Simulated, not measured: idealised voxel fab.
Presented below is a process module, voxel local oxidation.
cross-section cut | 295 nm wide | cells 5 nm
Cross-section = grid of square cells, listed top down in bands; band = one or more rows. The entry gives the band's vertical extent as a top height and a bottom height in nm, then its horizontal make-up as materials from left to right, each with a width in nm. "blank" stands for empty space; a single material marked "edge to edge" fills the band edge to edge. For the purposes of this specification, 0 denotes the height below which the wafer in its as-received condition is composed wholly of one material, and the lowermost band, lacking a lower limit, extends downward without end, as expressed in "z 0 and below". A width such as "30..40" changes by the same amount from each row of cells to the next, from the band's top row to its bottom row. "no modification" (step): cross-section cells unchanged, all of them. If an empty space has no open way to the top and is at least 8 cells in size, "Closed cavity list" lists it, written width x height at distance, where distance is measured from the left edge and every value is in nm. If you see something after the settings on a step's line, that's the simulator's own remark about that step. overlay nm: mask right of planned place by this much (step with mask). Neg. = left.

[Steps planned for the process]
1. RECEIVE with material Si
2. CONFORMAL_DEP with material SiO2, thk nm 5
3. CONFORMAL_DEP with material SiN, thk nm 15
4. PATTERN with tone cover, mask id ACTIVE, material resist, width nm 120, thk nm 15, overlay nm 0
5. DIRECTIONAL_ETCH with etch materials SiN, depth nm 15
6. STRIP with etch materials resist
7. SELECTIVE_ETCH with etch materials SiO2, depth nm 5
8. OXIDIZE with depth nm 10
9. STRIP with etch materials SiN
Wafer-to-wafer difference: depth nm, step 7. Common start. Plan = first wafer's value.

[Cross-section of the first incoming wafer of several, state after step 1]
z 0 and below | Si edge to edge
Closed cavity list: none

[Once step 9, the last step, is complete, the module is at its end; this is the cross-section of the first of several wafers]
z 5 to 0 | 90 of blank | 110 of SiO2 | 95 of blank
z 0 to -10 | 100 of SiO2 | 90 of Si | 105 of SiO2
z -10 and below | Si edge to edge
Closed cavity list: none

[A cross-section through the last wafer at the close of the module]
z 5 to 0 | 105 of blank | 80 of SiO2 | 110 of blank
z 0 to -10 | 115 of SiO2 | 60 of Si | 120 of SiO2
z -10 and below | Si edge to edge
Closed cavity list: none

[End of module, by wafer: material-by-material cell gain (+) or loss (-) since receipt, then closed voids]
depth nm 5, -82 Si, +104 SiO2, Closed cavity list: none
depth nm 10, -86 Si, +106 SiO2, Closed cavity list: none
depth nm 15, -90 Si, +108 SiO2, Closed cavity list: none
depth nm 20, -94 Si, +110 SiO2, Closed cavity list: none
